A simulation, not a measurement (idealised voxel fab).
Title: Process Module voxel transistor to metal
Cross-section cut: width 285 nm, square cells of 5 nm.
When this document writes out a cross-section, it uses a grid of square cells and lists it as bands, beginning at the top and moving down, with a band standing for one or more rows of cells. Quick guide to a band line: top height, bottom height (nm) up front; then every material left to right with its width in nm. Only one material and it's marked "full width"? Then it fills the band edge to edge. And "blank" just means empty space. A quick word on heights: they are counted from 0, and under that level the wafer as it came to us is one material throughout. The lowest band is different from the rest in having no bottom; it simply continues downward, written as in "0 and below". Width: "30..40" (first number = top row, second number = bottom row, same change from row to row of cells). You'll sometimes find "left unchanged" written for a step, and that's the way of saying that nowhere in the cross-section did a cell change during that step. Empty spaces counting at least 8 cells and having no open way to the top are listed in "Enclosed void list". The notation width x height at distance is used for each, the distance being from the left edge and all three values in nm. On each step's line, the part that comes after the settings is the simulator's own comment on the step. "overlay nm" on a masked step: distance the mask lay right of its planned place, negative for left.
The process steps that were planned are listed below
1,RECEIVE [material Si]
2,OXIDIZE [depth nm 5]
3,CONFORMAL_DEP [material SiN] [thk nm 15]
4,DIRECTIONAL_DEP [material aC] [thk nm 15]
5,PATTERN [tone cover] [mask id ACTIVE] [material resist] [width nm 100] [pitch nm 120] [thk nm 35] [overlay nm 0]
6,DIRECTIONAL_ETCH [etch materials aC] [depth nm 15]
7,STRIP [etch materials resist]
8,DIRECTIONAL_ETCH [etch materials SiN] [depth nm 15]
9,DIRECTIONAL_ETCH [etch materials SiO2] [depth nm 5]
10,DIRECTIONAL_ETCH [etch materials Si] [depth nm 30]
11,STRIP [etch materials aC]
12,OXIDIZE [depth nm 5]
13,FILL_DEP [material SiO2] [thk nm 15]
14,CMP [height nm 15]
15,SELECTIVE_ETCH [etch materials SiO2] [depth nm 10]
16,STRIP [etch materials SiN]
17,SELECTIVE_ETCH [etch materials SiO2] [depth nm 5]
18,OXIDIZE [depth nm 5]
19,DIRECTIONAL_DEP [material polySi] [thk nm 30]
20,DIRECTIONAL_DEP [material SiCN] [thk nm 10]
21,MASKED_ETCH [tone cover] [mask id GATE] [width nm 30] [pitch nm 120] [etch materials SiCN] [depth nm 20] [overlay nm 0]
22,MASKED_ETCH [tone cover] [mask id GATE] [width nm 30] [pitch nm 120] [etch materials polySi] [depth nm 40] [overlay nm 0]
23,CONFORMAL_DEP [material SiO2] [thk nm 5]
24,DIRECTIONAL_ETCH [etch materials SiO2] [depth nm 5]
25,CONFORMAL_DEP [material SiN] [thk nm 5]
26,DIRECTIONAL_ETCH [etch materials SiN] [depth nm 5]
27,DIRECTIONAL_ETCH [etch materials SiO2] [depth nm 5]
28,DIRECTIONAL_ETCH [etch materials Si] [depth nm 5]
29,EPI [material SiGe] [thk nm 5]
30,FILL_DEP [material SiO2] [thk nm 10]
31,CMP [height nm 25]
32,STRIP [etch materials polySi]
33,SELECTIVE_ETCH [etch materials SiO2] [depth nm 5]
34,CONFORMAL_DEP [material HfO2] [thk nm 5]
35,CONFORMAL_DEP [material TiN] [thk nm 5]
36,FILL_DEP [material W] [thk nm 10]
37,CMP [height nm 20]
38,DIRECTIONAL_DEP [material SiO2] [thk nm 15]
39,PATTERN [tone open] [mask id CONTACT] [material resist] [width nm 15] [thk nm 15] [overlay nm 0]
40,DIRECTIONAL_ETCH [etch materials SiO2] [depth nm 45]
41,STRIP [etch materials resist]
42,CONFORMAL_DEP [material TiN] [thk nm 5]
43,FILL_DEP [material W] [thk nm 5]
44,CMP [height nm 35]
45,DIRECTIONAL_DEP [material TiN] [thk nm 5]
46,DIRECTIONAL_DEP [material Ru] [thk nm 25]
47,MASKED_ETCH [tone cover] [mask id METAL_1] [width nm 15] [etch materials Ru] [depth nm 25] [overlay nm 0]
48,MASKED_ETCH [tone cover] [mask id METAL_1] [width nm 15] [etch materials TiN] [depth nm 5] [overlay nm 0]
49,FILL_DEP [material SiO2] [thk nm 5]
50,CMP [height nm 65]
51,CONFORMAL_DEP [material SiN] [thk nm 5]
Cross-section of the wafer at receipt, which is the condition after step 1
* 0 and below: Si full width
* Enclosed void list: none
Cross-section taken at module completion on the first of two wafers; processed per the plan
* 70 down to 65: SiN full width
* 65 down to 40: SiO2 35, then Ru 15, then SiO2 60, then Ru 15, then SiO2 30, then Ru 15, then SiO2 60, then Ru 15, then SiO2 40
* 40 down to 35: SiO2 35, then TiN 15, then SiO2 60, then TiN 15, then SiO2 30, then TiN 15, then SiO2 60, then TiN 15, then SiO2 40
* 35 down to 20: SiO2 35, then TiN 5, then W 5, then TiN 5, then SiO2 60, then TiN 5, then W 5, then TiN 5, then SiO2 30, then TiN 5, then W 5, then TiN 5, then SiO2 60, then TiN 5, then W 5, then TiN 5, then SiO2 40
* 20 down to 0: SiO2 35, then TiN 5, then W 5, then TiN 5, then SiO2 5, then SiN 5, then HfO2 5, then TiN 5, then W 20, then TiN 5, then HfO2 5, then SiN 5, then SiO2 5, then TiN 5, then W 5, then TiN 5, then SiO2 30, then TiN 5, then W 5, then TiN 5, then SiO2 5, then SiN 5, then HfO2 5, then TiN 5, then W 20, then TiN 5, then HfO2 5, then SiN 5, then SiO2 5, then TiN 5, then W 5, then TiN 5, then SiO2 40
* 0 down to -5: SiO2 30, then SiN 5, then TiN 5, then W 5, then TiN 5, then SiO2 5, then SiN 5, then HfO2 5, then TiN 30, then HfO2 5, then SiN 5, then SiO2 5, then TiN 5, then W 5, then TiN 5, then SiN 5, then SiO2 20, then SiN 5, then TiN 5, then W 5, then TiN 5, then SiO2 5, then SiN 5, then HfO2 5, then TiN 30, then HfO2 5, then SiN 5, then SiO2 5, then TiN 5, then W 5, then TiN 5, then SiN 5, then SiO2 35
* -5 down to -10: SiO2 35, then TiN 15, then SiGe 5, then SiO2 5, then HfO2 40, then SiO2 5, then SiGe 5, then TiN 15, then SiO2 30, then TiN 15, then SiGe 5, then SiO2 5, then HfO2 40, then SiO2 5, then SiGe 5, then TiN 15, then SiO2 40
* -10 down to -15: SiO2 35, then SiGe 20, then Si 50, then SiGe 20, then SiO2 30, then SiGe 20, then Si 50, then SiGe 20, then SiO2 40
* -15 down to -40: SiO2 35, then Si 90, then SiO2 30, then Si 90, then SiO2 40
* -40 and below: Si full width
* Enclosed void list: none
End of module, second wafer, cross-section. Started like the first, planned like the first, run with one mistake
* 70 down to 65: SiN full width
* 65 down to 40: SiO2 35, then Ru 15, then SiO2 60, then Ru 15, then SiO2 30, then Ru 15, then SiO2 60, then Ru 15, then SiO2 40
* 40 down to 35: SiO2 35, then TiN 15, then SiO2 60, then TiN 15, then SiO2 30, then TiN 15, then SiO2 60, then TiN 15, then SiO2 40
* 35 down to 25: SiO2 45, then TiN 5, then W 5, then TiN 5, then SiO2 60, then TiN 5, then W 5, then TiN 5, then SiO2 30, then TiN 5, then W 5, then TiN 5, then SiO2 60, then TiN 5, then W 5, then TiN 5, then SiO2 30
* 25 down to 20: SiO2 45, then TiN 15, then SiO2 60, then TiN 5, then W 5, then TiN 5, then SiO2 30, then TiN 15, then SiO2 60, then TiN 5, then W 5, then TiN 5, then SiO2 30
* 20 down to 5: SiO2 45, then TiN 10, then SiN 5, then HfO2 5, then TiN 5, then W 20, then TiN 5, then HfO2 5, then SiN 5, then SiO2 15, then TiN 5, then W 5, then TiN 5, then SiO2 30, then TiN 10, then SiN 5, then HfO2 5, then TiN 5, then W 20, then TiN 5, then HfO2 5, then SiN 5, then SiO2 15, then TiN 5, then W 5, then TiN 5, then SiO2 30
* 5 down to 0: SiO2 45, then TiN 10, then SiN 5, then HfO2 5, then TiN 5, then W 20, then TiN 5, then HfO2 5, then SiN 5, then SiO2 15, then TiN 15, then SiO2 30, then TiN 10, then SiN 5, then HfO2 5, then TiN 5, then W 20, then TiN 5, then HfO2 5, then SiN 5, then SiO2 15, then TiN 15, then SiO2 30
* 0 down to -5: SiO2 30, then SiN 5, then SiO2 10, then TiN 10, then SiN 5, then HfO2 5, then TiN 30, then HfO2 5, then SiN 5, then SiO2 15, then TiN 5, then SiN 5, then TiN 5, then SiO2 15, then SiN 5, then SiO2 10, then TiN 10, then SiN 5, then HfO2 5, then TiN 30, then HfO2 5, then SiN 5, then SiO2 15, then TiN 5, then SiN 5, then TiN 5, then SiO2 30
* -5 down to -10: SiO2 45, then TiN 5, then SiGe 5, then SiO2 5, then HfO2 40, then SiO2 5, then SiGe 5, then SiO2 10, then TiN 5, then SiO2 5, then TiN 5, then SiO2 30, then TiN 5, then SiGe 5, then SiO2 5, then HfO2 40, then SiO2 5, then SiGe 5, then SiO2 10, then TiN 5, then SiO2 5, then TiN 5, then SiO2 30
* -10 down to -15: SiO2 35, then SiGe 20, then Si 50, then SiGe 20, then SiO2 30, then SiGe 20, then Si 50, then SiGe 20, then SiO2 40
* -15 down to -40: SiO2 35, then Si 90, then SiO2 30, then Si 90, then SiO2 40
* -40 and below: Si full width
* Enclosed void list: none
what went wrong: step 39 did not happen as planned, as run it was PATTERN [tone open] [mask id CONTACT] [material resist] [width nm 15] [thk nm 15] [overlay nm 10]
Bottom line after processing is that, in cells, the second wafer is up or down on some materials versus the first: SiO2 +18; TiN -2; W -16
